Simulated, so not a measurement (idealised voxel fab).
Module name: voxel plated lines (process module)
Displayed cross-section: cut, width of 200 nm, square cells sized 5 nm.
Square cells in a grid make up a cross-section in this document, and the grid is given as bands, listed from the top down, each one or more rows of cells.
Band: top height; bottom height; in nm. Then, left to right: material with width in nm, for each material. "everywhere": a single material spanning edge to edge. "air": empty space.
Note: height 0 marks the level under which the wafer is uniformly one material as received. Lowest band unbounded below, written "0 and below".
A two-number width, for instance "30->40", indicates that the width is equal to the first number in the top row of the band and to the second number in the bottom row, and that it changes by a constant amount per row of cells.
Basically "no alterations made" means that step didn't change any cell in the cross-section.
Empty spaces counting at least 8 cells and having no open way to the top are listed in "Tabulated closed voids". The notation width x height at distance is used for each, the distance being from the left edge and all three values in nm.
Post-settings text on a step line: simulator's own remark regarding the step.
"overlay nm" denotes, for a step that has a mask, the displacement of the mask to the right of its planned place, with negative values corresponding to the left.

THE FOLLOWING LIST GIVES THE PLANNED PROCESS STEPS
1 RECEIVE | material Si
2 CONFORMAL_DEP | material SiN | thk nm 5
3 DIRECTIONAL_DEP | material TiN | thk nm 5
4 PATTERN | tone open | mask id LINES | material resist | width nm 25 | pitch nm 45 | thk nm 35 | overlay nm 0
5 EPI | material Ru | thk nm 5
6 EPI | material Ru | thk nm 5
7 EPI | material Ru | thk nm 10
8 STRIP | etch materials resist
9 DIRECTIONAL_ETCH | etch materials TiN | depth nm 5
10 CONFORMAL_DEP | material SiO2 | thk nm 10

CROSS-SECTION OF THE WAFER UPON ARRIVAL, REPRESENTING THE STATE REACHED AFTER STEP 1
	0 and below: Si everywhere
	Tabulated closed voids: none

THE MODULE WAS RUN FROM THE START SHOWN ABOVE USING THE PLAN SHOWN ABOVE, BUT ONE MISTAKE WAS MADE DOING IT; THE RESULTING WAFER CROSS-SECTION IS BELOW
	30 down to 20: air=30; SiO2=135; air=35
	20 down to 15: air=30; SiO2=10; Ru=25; SiO2=20; Ru=25; SiO2=20; Ru=25; SiO2=10; air=35
	15 down to 10: SiO2=40; Ru=25; SiO2=20; Ru=25; SiO2=20; Ru=25; SiO2=45
	10 down to 5: SiO2=40; TiN=25; SiO2=20; TiN=25; SiO2=20; TiN=25; SiO2=45
	5 down to 0: SiN everywhere
	0 and below: Si everywhere
	Tabulated closed voids: none
Deviation from plan: it should be noted that step 7 of the plan was omitted and was not performed
